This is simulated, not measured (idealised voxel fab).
This is a process module. Its name is voxel spacer lines.
Square cell edge 5 nm, section width 260 nm, ID cut.
The cross-sections in this document take the form of a grid made of square cells. They are written out as bands, in order from top to bottom. Each band consists of one or more rows of cells.
Within each band entry, the heights of the top and of the bottom of the band appear first, in that order and in nm; the materials of the band then follow from left to right, each with its corresponding width in nm. The designation "everywhere" on a single material indicates that it fills the band from edge to edge; the designation "air" indicates empty space.
Measure heights from 0. That's the level where, below it, the as-received wafer is all one material. The lowest band is bottomless and extends downward; write it as in "z 0 and below".
Top row gets the first number, bottom row gets the second, and each row in between changes by the same step: that is how a band width like "30..40" works.
It should be understood that the words "identical to before", when stated for a given step, signify that the cross-section underwent no change in any of its cells during that step.
Enclosed voids (no open way to top), threshold 8 cells or more, entry "Closed-off voids", notation width x height at distance, distance from left edge, nm.
Step line, after settings: the simulator's comment on this step.
Among the settings permitted on a step's line is "overlay nm"; applied to a step with a mask, it specifies the extent to which the mask lay to the right of its planned position, whereas a negative figure signifies a position to the left.

[The following list gives the planned process steps]
1,RECEIVE, material Si
2,CONFORMAL_DEP, material Al2O3, thk nm 5
3,DIRECTIONAL_DEP, material SiN, thk nm 15
4,DIRECTIONAL_DEP, material aC, thk nm 25
5,PATTERN, tone cover, mask id MANDREL, material resist, width nm 20, pitch nm 60, thk nm 35, overlay nm 0
6,DIRECTIONAL_ETCH, etch materials aC, depth nm 25
7,STRIP, etch materials resist
8,CONFORMAL_DEP, material SiO2, thk nm 10
9,DIRECTIONAL_ETCH, etch materials SiO2, depth nm 10
10,STRIP, etch materials aC
11,DIRECTIONAL_ETCH, etch materials SiN, depth nm 15
12,STRIP, etch materials SiO2

[The following pertains to the first of two wafers, which was processed as planned]

[As received (post step 1): cross-section]
	z 0 and below  Si everywhere
	Closed-off voids: none

[Presented here is a cross-section of the wafer after step 2 has been performed]
	z 5 to 0  Al2O3 everywhere
	Note: structure below 0 unchanged.

[Presented here is a cross-section of the wafer after step 3 has been performed]
	z 20 to 5  SiN everywhere
	Note: structure below 5 unchanged.

[Presented here is a cross-section of the wafer after step 4 has been performed]
	z 45 to 20  aC everywhere
	Note: structure below 20 unchanged.

[Presented here is a cross-section of the wafer after step 5 has been performed]
	z 80 to 45  air 90, resist 20, air 40, resist 20, air 90
	Note: structure below 45 unchanged.

[Presented here is a cross-section of the wafer after step 6 has been performed]
	z 55 to 45  air 90, resist 20, air 40, resist 20, air 90
	z 45 to 20  air 90, aC 20, air 40, aC 20, air 90
	Note: structure below 20 unchanged.

[Presented here is a cross-section of the wafer after step 7 has been performed]
	z 45 to 20  air 90, aC 20, air 40, aC 20, air 90
	Note: structure below 20 unchanged.

[Presented here is a cross-section of the wafer after step 8 has been performed]
	z 55 to 45  air 80, SiO2 40, air 20, SiO2 40, air 80
	z 45 to 30  air 80, SiO2 10, aC 20, SiO2 10, air 20, SiO2 10, aC 20, SiO2 10, air 80
	z 30 to 20  SiO2 90, aC 20, SiO2 40, aC 20, SiO2 90
	Note: structure below 20 unchanged.

[Presented here is a cross-section of the wafer after step 9 has been performed]
	z 45 to 20  air 80, SiO2 10, aC 20, SiO2 10, air 20, SiO2 10, aC 20, SiO2 10, air 80
	Note: structure below 20 unchanged.

[Presented here is a cross-section of the wafer after step 10 has been performed]
	z 45 to 20  air 80, SiO2 10, air 20, SiO2 10, air 20, SiO2 10, air 20, SiO2 10, air 80
	Note: structure below 20 unchanged.

[Presented here is a cross-section of the wafer after step 11 has been performed]
	z 45 to 20  air 80, SiO2 10, air 20, SiO2 10, air 20, SiO2 10, air 20, SiO2 10, air 80
	z 20 to 5  air 80, SiN 10, air 20, SiN 10, air 20, SiN 10, air 20, SiN 10, air 80
	Note: structure below 5 unchanged.

[Presented here is a cross-section of the wafer after step 12 has been performed]
	z 20 to 5  air 80, SiN 10, air 20, SiN 10, air 20, SiN 10, air 20, SiN 10, air 80
	Note: structure below 5 unchanged.

[Second wafer, same starting conditions and recipe as the first, one mistake in executing it, nothing differs from the first up to and including step 1]

[Cross-section of the second wafer at the time step 2 of the plan should have ended]
	z 5 to 0  aC everywhere
	Note: structure below 0 unchanged.

[Cross-section of the second wafer at the time step 3 of the plan should have ended]
	z 20 to 5  SiN everywhere
	Note: structure below 5 unchanged.

[Cross-section of the second wafer at the time step 4 of the plan should have ended]
	z 45 to 20  aC everywhere
	Note: structure below 20 unchanged.

[Cross-section of the second wafer at the time step 5 of the plan should have ended]
	z 80 to 45  air 90, resist 20, air 40, resist 20, air 90
	Note: structure below 45 unchanged.

[Cross-section of the second wafer at the time step 6 of the plan should have ended]
	z 55 to 45  air 90, resist 20, air 40, resist 20, air 90
	z 45 to 20  air 90, aC 20, air 40, aC 20, air 90
	Note: structure below 20 unchanged.

[Cross-section of the second wafer at the time step 7 of the plan should have ended]
	z 45 to 20  air 90, aC 20, air 40, aC 20, air 90
	Note: structure below 20 unchanged.

[Cross-section of the second wafer at the time step 8 of the plan should have ended]
	z 55 to 45  air 80, SiO2 40, air 20, SiO2 40, air 80
	z 45 to 30  air 80, SiO2 10, aC 20, SiO2 10, air 20, SiO2 10, aC 20, SiO2 10, air 80
	z 30 to 20  SiO2 90, aC 20, SiO2 40, aC 20, SiO2 90
	Note: structure below 20 unchanged.

[Cross-section of the second wafer at the time step 9 of the plan should have ended]
	z 45 to 20  air 80, SiO2 10, aC 20, SiO2 10, air 20, SiO2 10, aC 20, SiO2 10, air 80
	Note: structure below 20 unchanged.

[Cross-section of the second wafer at the time step 10 of the plan should have ended]
	z 45 to 20  air 80, SiO2 10, air 20, SiO2 10, air 20, SiO2 10, air 20, SiO2 10, air 80
	Note: structure below 20 unchanged.

[Cross-section of the second wafer at the time step 11 of the plan should have ended]
	z 45 to 20  air 80, SiO2 10, air 20, SiO2 10, air 20, SiO2 10, air 20, SiO2 10, air 80
	z 20 to 5  air 80, SiN 10, air 20, SiN 10, air 20, SiN 10, air 20, SiN 10, air 80
	Note: structure below 5 unchanged.

[Cross-section of the second wafer at the time step 12 of the plan should have ended]
	z 20 to 5  air 80, SiN 10, air 20, SiN 10, air 20, SiN 10, air 20, SiN 10, air 80
	Note: structure below 5 unchanged.
Misprocessing identified: step 2 ran with different settings than intended, the actual operation and settings being CONFORMAL_DEP, material aC, thk nm 5
End of process, cell counts, second wafer against first, materials with more or fewer: Al2O3 -52; aC +52
